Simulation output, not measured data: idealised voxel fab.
voxel spacer lines: a process module
165 nm wide, 5 nm square cells: that's cross-section cut.
We lay out every cross-section as a grid of square cells and spell it out in bands from the top down, where one band means one or more rows of cells. Band entry format. Leading values: height of top, height of bottom, nm. Remainder: materials in left-to-right order, each with its width in nm. Special words: "full width" on a single material, which then fills the band edge to edge; "empty", empty space. Counting heights begins at 0, where everything beneath is, in the wafer as received, one material. The lowest band has no bottom; it goes on downwards, as "0 -> down" shows. It should be noted that a width expressed as "30 to 40" varies in equal increments from row to row of cells within the band, taking the value of the first number at the top row and that of the second number at the bottom row. The cross-section has no changed cell in any step marked "identical to before". "Unvented cavities" specifies each empty space that is not open to the top and that occupies no fewer than 8 cells, using the form width x height at distance, the distance measured from the left edge and all three quantities in nm. Formally, on a step line, whatever follows the settings is a remark that the simulator itself makes on the step. A step line may carry the setting "overlay nm", which, for steps involving a mask, states the distance by which the mask lay to the right of its intended position; negative values denote displacement to the left.

This section lists the process steps that were planned
1. RECEIVE (material Si)
2. CONFORMAL_DEP (material SiO2; thk nm 5)
3. DIRECTIONAL_DEP (material W; thk nm 20)
4. DIRECTIONAL_DEP (material polySi; thk nm 30)
5. PATTERN (tone cover; mask id MANDREL; material resist; width nm 20; pitch nm 60; thk nm 40; overlay nm 0)
6. DIRECTIONAL_ETCH (etch materials polySi; depth nm 30)
7. STRIP (etch materials resist)
8. CONFORMAL_DEP (material SiN; thk nm 10)
9. DIRECTIONAL_ETCH (etch materials SiN; depth nm 10)
10. STRIP (etch materials polySi)
11. DIRECTIONAL_ETCH (etch materials W; depth nm 20)
12. STRIP (etch materials SiN)

First wafer, two in total, run as planned

Shown in cross-section is the wafer as received, that is, as it stands after step 1
- 0 -> down | Si full width
- Unvented cavities: none

So this is the wafer cross-section right after step 2
- 5 -> 0 | SiO2 full width
- Beneath the level 0, the cross-section is identical to its previous state.

So this is the wafer cross-section right after step 3
- 25 -> 5 | W full width
- Beneath the level 5, the cross-section is identical to its previous state.

So this is the wafer cross-section right after step 4
- 55 -> 25 | polySi full width
- Beneath the level 25, the cross-section is identical to its previous state.

So this is the wafer cross-section right after step 5
- 95 -> 55 | 40 nm empty  20 nm resist  40 nm empty  20 nm resist  45 nm empty
- Beneath the level 55, the cross-section is identical to its previous state.

So this is the wafer cross-section right after step 6
- 95 -> 55 | 40 nm empty  20 nm resist  40 nm empty  20 nm resist  45 nm empty
- 55 -> 25 | 40 nm empty  20 nm polySi  40 nm empty  20 nm polySi  45 nm empty
- Beneath the level 25, the cross-section is identical to its previous state.

So this is the wafer cross-section right after step 7
- 55 -> 25 | 40 nm empty  20 nm polySi  40 nm empty  20 nm polySi  45 nm empty
- Beneath the level 25, the cross-section is identical to its previous state.

So this is the wafer cross-section right after step 8
- 65 -> 55 | 30 nm empty  40 nm SiN  20 nm empty  40 nm SiN  35 nm empty
- 55 -> 35 | 30 nm empty  10 nm SiN  20 nm polySi  10 nm SiN  20 nm empty  10 nm SiN  20 nm polySi  10 nm SiN  35 nm empty
- 35 -> 25 | 40 nm SiN  20 nm polySi  40 nm SiN  20 nm polySi  45 nm SiN
- Beneath the level 25, the cross-section is identical to its previous state.

So this is the wafer cross-section right after step 9
- 55 -> 25 | 30 nm empty  10 nm SiN  20 nm polySi  10 nm SiN  20 nm empty  10 nm SiN  20 nm polySi  10 nm SiN  35 nm empty
- Beneath the level 25, the cross-section is identical to its previous state.

So this is the wafer cross-section right after step 10
- 55 -> 25 | 30 nm empty  10 nm SiN  20 nm empty  10 nm SiN  20 nm empty  10 nm SiN  20 nm empty  10 nm SiN  35 nm empty
- Beneath the level 25, the cross-section is identical to its previous state.

So this is the wafer cross-section right after step 11
- 55 -> 25 | 30 nm empty  10 nm SiN  20 nm empty  10 nm SiN  20 nm empty  10 nm SiN  20 nm empty  10 nm SiN  35 nm empty
- 25 -> 5 | 30 nm empty  10 nm W  20 nm empty  10 nm W  20 nm empty  10 nm W  20 nm empty  10 nm W  35 nm empty
- Beneath the level 5, the cross-section is identical to its previous state.

So this is the wafer cross-section right after step 12
- 25 -> 5 | 30 nm empty  10 nm W  20 nm empty  10 nm W  20 nm empty  10 nm W  20 nm empty  10 nm W  35 nm empty
- Beneath the level 5, the cross-section is identical to its previous state.

The second wafer began exactly as the first did and followed the same plan, but one mistake was made while running it; through step 4 inclusive, the two wafers are identical

Cross-sectional representation of the second wafer at the time designated in the plan for the completion of step 5
- 95 -> 55 | 30 nm empty  20 nm resist  40 nm empty  20 nm resist  55 nm empty
- Beneath the level 55, the cross-section is identical to its previous state.

Cross-sectional representation of the second wafer at the time designated in the plan for the completion of step 6
- 95 -> 55 | 30 nm empty  20 nm resist  40 nm empty  20 nm resist  55 nm empty
- 55 -> 25 | 30 nm empty  20 nm polySi  40 nm empty  20 nm polySi  55 nm empty
- Beneath the level 25, the cross-section is identical to its previous state.

Cross-sectional representation of the second wafer at the time designated in the plan for the completion of step 7
- 55 -> 25 | 30 nm empty  20 nm polySi  40 nm empty  20 nm polySi  55 nm empty
- Beneath the level 25, the cross-section is identical to its previous state.

Cross-sectional representation of the second wafer at the time designated in the plan for the completion of step 8
- 65 -> 55 | 20 nm empty  40 nm SiN  20 nm empty  40 nm SiN  45 nm empty
- 55 -> 35 | 20 nm empty  10 nm SiN  20 nm polySi  10 nm SiN  20 nm empty  10 nm SiN  20 nm polySi  10 nm SiN  45 nm empty
- 35 -> 25 | 30 nm SiN  20 nm polySi  40 nm SiN  20 nm polySi  55 nm SiN
- Beneath the level 25, the cross-section is identical to its previous state.

Cross-sectional representation of the second wafer at the time designated in the plan for the completion of step 9
- 55 -> 25 | 20 nm empty  10 nm SiN  20 nm polySi  10 nm SiN  20 nm empty  10 nm SiN  20 nm polySi  10 nm SiN  45 nm empty
- Beneath the level 25, the cross-section is identical to its previous state.

Cross-sectional representation of the second wafer at the time designated in the plan for the completion of step 10
- 55 -> 25 | 20 nm empty  10 nm SiN  20 nm empty  10 nm SiN  20 nm empty  10 nm SiN  20 nm empty  10 nm SiN  45 nm empty
- Beneath the level 25, the cross-section is identical to its previous state.

Cross-sectional representation of the second wafer at the time designated in the plan for the completion of step 11
- 55 -> 25 | 20 nm empty  10 nm SiN  20 nm empty  10 nm SiN  20 nm empty  10 nm SiN  20 nm empty  10 nm SiN  45 nm empty
- 25 -> 5 | 20 nm empty  10 nm W  20 nm empty  10 nm W  20 nm empty  10 nm W  20 nm empty  10 nm W  45 nm empty
- Beneath the level 5, the cross-section is identical to its previous state.

Cross-sectional representation of the second wafer at the time designated in the plan for the completion of step 12
- 25 -> 5 | 20 nm empty  10 nm W  20 nm empty  10 nm W  20 nm empty  10 nm W  20 nm empty  10 nm W  45 nm empty
- Beneath the level 5, the cross-section is identical to its previous state.
Finding, execution versus plan: not per plan at step 5, really ran PATTERN (tone cover; mask id MANDREL; material resist; width nm 20; pitch nm 60; thk nm 40; overlay nm -10)
Tallied in cells, the final second wafer holds each material in the same quantity as the first, although not at the same places.
